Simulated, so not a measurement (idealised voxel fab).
The name of this process module is voxel spacer lines.
Square cells of 5 nm make up the cross-section cut, whose width is 225 nm.
This document writes a cross-section as a grid whose cells are square, and gives it as bands, listed from the top down; one or more rows of cells form a band.
Each band's line starts with the height of the band's top and of its bottom, in nm. Then come its materials from left to right, each with its width in nm. One material with "everywhere" fills the band from edge to edge. "blank" is empty space.
Beneath 0, the wafer as received is one material, and that level is where height counting begins. The lowest band goes on downward without a bottom; it is written like "0 down".
The notation "30 to 40" denotes a width that varies across the rows of cells in the band, beginning at the first number in the top row, finishing at the second number in the bottom row, and changing by an identical amount from each row to the next.
"remains unaltered", as given for a step, is the statement that not any cell of the cross-section underwent a change during that step.
Closed-off voids of 8+ cells (no open route to the top) go in "Sealed cavities", written width x height at distance from the left edge, in nm.
What comes after the settings on a step's line is commentary from the simulator itself on that step.
On any step carrying a mask, the "overlay nm" setting, if present on the step's line, tells how far right of its planned place the mask lay; negative values point to the left.

-- This section lists the process steps that were planned
1. RECEIVE [material Si]
2. CONFORMAL_DEP [material Al2O3] [thk nm 10]
3. DIRECTIONAL_DEP [material TiN] [thk nm 10]
4. DIRECTIONAL_DEP [material aC] [thk nm 25]
5. PATTERN [tone cover] [mask id MANDREL] [material resist] [width nm 25] [pitch nm 70] [thk nm 35] [overlay nm 0]
6. DIRECTIONAL_ETCH [etch materials aC] [depth nm 25]
7. STRIP [etch materials resist]
8. CONFORMAL_DEP [material SiO2] [thk nm 10]
9. DIRECTIONAL_ETCH [etch materials SiO2] [depth nm 10]
10. STRIP [etch materials aC]
11. DIRECTIONAL_ETCH [etch materials TiN] [depth nm 10]
12. STRIP [etch materials SiO2]
13. FILL_DEP [material lowk] [thk nm 10]
14. CMP [height nm 20]

-- The first of a set of two wafers, run to plan

-- As received (post step 1): cross-section
0 down = Si everywhere
Sealed cavities: none

-- Step 2 complete: cross-section through the wafer
10 to 0 = Al2O3 everywhere
Under the height 0 nothing was changed.

-- Step 3 complete: cross-section through the wafer
20 to 10 = TiN everywhere
Under the height 10 nothing was changed.

-- Step 4 complete: cross-section through the wafer
45 to 20 = aC everywhere
Under the height 20 nothing was changed.

-- Step 5 complete: cross-section through the wafer
80 to 45 = 30 blank; 25 resist; 45 blank; 25 resist; 45 blank; 25 resist; 30 blank
Under the height 45 nothing was changed.

-- Step 6 complete: cross-section through the wafer
55 to 45 = 30 blank; 25 resist; 45 blank; 25 resist; 45 blank; 25 resist; 30 blank
45 to 20 = 30 blank; 25 aC; 45 blank; 25 aC; 45 blank; 25 aC; 30 blank
Under the height 20 nothing was changed.

-- Step 7 complete: cross-section through the wafer
45 to 20 = 30 blank; 25 aC; 45 blank; 25 aC; 45 blank; 25 aC; 30 blank
Under the height 20 nothing was changed.

-- Step 8 complete: cross-section through the wafer
55 to 45 = 20 blank; 45 SiO2; 25 blank; 45 SiO2; 25 blank; 45 SiO2; 20 blank
45 to 30 = 20 blank; 10 SiO2; 25 aC; 10 SiO2; 25 blank; 10 SiO2; 25 aC; 10 SiO2; 25 blank; 10 SiO2; 25 aC; 10 SiO2; 20 blank
30 to 20 = 30 SiO2; 25 aC; 45 SiO2; 25 aC; 45 SiO2; 25 aC; 30 SiO2
Under the height 20 nothing was changed.

-- Step 9 complete: cross-section through the wafer
45 to 20 = 20 blank; 10 SiO2; 25 aC; 10 SiO2; 25 blank; 10 SiO2; 25 aC; 10 SiO2; 25 blank; 10 SiO2; 25 aC; 10 SiO2; 20 blank
Under the height 20 nothing was changed.

-- Step 10 complete: cross-section through the wafer
45 to 20 = 20 blank; 10 SiO2; 25 blank; 10 SiO2; 25 blank; 10 SiO2; 25 blank; 10 SiO2; 25 blank; 10 SiO2; 25 blank; 10 SiO2; 20 blank
Under the height 20 nothing was changed.

-- Step 11 complete: cross-section through the wafer
45 to 20 = 20 blank; 10 SiO2; 25 blank; 10 SiO2; 25 blank; 10 SiO2; 25 blank; 10 SiO2; 25 blank; 10 SiO2; 25 blank; 10 SiO2; 20 blank
20 to 10 = 20 blank; 10 TiN; 25 blank; 10 TiN; 25 blank; 10 TiN; 25 blank; 10 TiN; 25 blank; 10 TiN; 25 blank; 10 TiN; 20 blank
Under the height 10 nothing was changed.

-- Step 12 complete: cross-section through the wafer
20 to 10 = 20 blank; 10 TiN; 25 blank; 10 TiN; 25 blank; 10 TiN; 25 blank; 10 TiN; 25 blank; 10 TiN; 25 blank; 10 TiN; 20 blank
Under the height 10 nothing was changed.

-- Step 13 complete: cross-section through the wafer
30 to 20 = lowk everywhere
20 to 10 = 20 lowk; 10 TiN; 25 lowk; 10 TiN; 25 lowk; 10 TiN; 25 lowk; 10 TiN; 25 lowk; 10 TiN; 25 lowk; 10 TiN; 20 lowk
Under the height 10 nothing was changed.

-- Step 14 complete: cross-section through the wafer
20 to 10 = 20 lowk; 10 TiN; 25 lowk; 10 TiN; 25 lowk; 10 TiN; 25 lowk; 10 TiN; 25 lowk; 10 TiN; 25 lowk; 10 TiN; 20 lowk
Under the height 10 nothing was changed.

-- The second wafer was prepared from the same starting point and under the same plan as the first; its processing contained one mistake, and it remains indistinguishable from the first wafer up to and including step 4

-- Second wafer, section view, time point: scheduled end of step 5
80 to 45 = 30 resist; 25 blank; 45 resist; 25 blank; 45 resist; 25 blank; 30 resist
Under the height 45 nothing was changed.

-- Second wafer, section view, time point: scheduled end of step 6
55 to 45 = 30 resist; 25 blank; 45 resist; 25 blank; 45 resist; 25 blank; 30 resist
45 to 20 = 30 aC; 25 blank; 45 aC; 25 blank; 45 aC; 25 blank; 30 aC
Under the height 20 nothing was changed.

-- Second wafer, section view, time point: scheduled end of step 7
45 to 20 = 30 aC; 25 blank; 45 aC; 25 blank; 45 aC; 25 blank; 30 aC
Under the height 20 nothing was changed.

-- Second wafer, section view, time point: scheduled end of step 8
55 to 45 = 40 SiO2; 5 blank; 65 SiO2; 5 blank; 65 SiO2; 5 blank; 40 SiO2
45 to 30 = 30 aC; 10 SiO2; 5 blank; 10 SiO2; 45 aC; 10 SiO2; 5 blank; 10 SiO2; 45 aC; 10 SiO2; 5 blank; 10 SiO2; 30 aC
30 to 20 = 30 aC; 25 SiO2; 45 aC; 25 SiO2; 45 aC; 25 SiO2; 30 aC
Under the height 20 nothing was changed.

-- Second wafer, section view, time point: scheduled end of step 9
45 to 20 = 30 aC; 10 SiO2; 5 blank; 10 SiO2; 45 aC; 10 SiO2; 5 blank; 10 SiO2; 45 aC; 10 SiO2; 5 blank; 10 SiO2; 30 aC
Under the height 20 nothing was changed.

-- Second wafer, section view, time point: scheduled end of step 10
45 to 20 = 30 blank; 10 SiO2; 5 blank; 10 SiO2; 45 blank; 10 SiO2; 5 blank; 10 SiO2; 45 blank; 10 SiO2; 5 blank; 10 SiO2; 30 blank
Under the height 20 nothing was changed.

-- Second wafer, section view, time point: scheduled end of step 11
45 to 20 = 30 blank; 10 SiO2; 5 blank; 10 SiO2; 45 blank; 10 SiO2; 5 blank; 10 SiO2; 45 blank; 10 SiO2; 5 blank; 10 SiO2; 30 blank
20 to 10 = 30 blank; 10 TiN; 5 blank; 10 TiN; 45 blank; 10 TiN; 5 blank; 10 TiN; 45 blank; 10 TiN; 5 blank; 10 TiN; 30 blank
Under the height 10 nothing was changed.

-- Second wafer, section view, time point: scheduled end of step 12
20 to 10 = 30 blank; 10 TiN; 5 blank; 10 TiN; 45 blank; 10 TiN; 5 blank; 10 TiN; 45 blank; 10 TiN; 5 blank; 10 TiN; 30 blank
Under the height 10 nothing was changed.

-- Second wafer, section view, time point: scheduled end of step 13
30 to 20 = lowk everywhere
20 to 10 = 30 lowk; 10 TiN; 5 lowk; 10 TiN; 45 lowk; 10 TiN; 5 lowk; 10 TiN; 45 lowk; 10 TiN; 5 lowk; 10 TiN; 30 lowk
Under the height 10 nothing was changed.

-- Second wafer, section view, time point: scheduled end of step 14
20 to 10 = 30 lowk; 10 TiN; 5 lowk; 10 TiN; 45 lowk; 10 TiN; 5 lowk; 10 TiN; 45 lowk; 10 TiN; 5 lowk; 10 TiN; 30 lowk
Under the height 10 nothing was changed.
Short version of what went wrong: step 5 ran with different settings than intended, the actual operation and settings being PATTERN [tone open] [mask id MANDREL] [material resist] [width nm 25] [pitch nm 70] [thk nm 35] [overlay nm 0]
Comparing end states, the material composition by cell count is preserved from the first wafer to the second, while the locations of the cells are not.
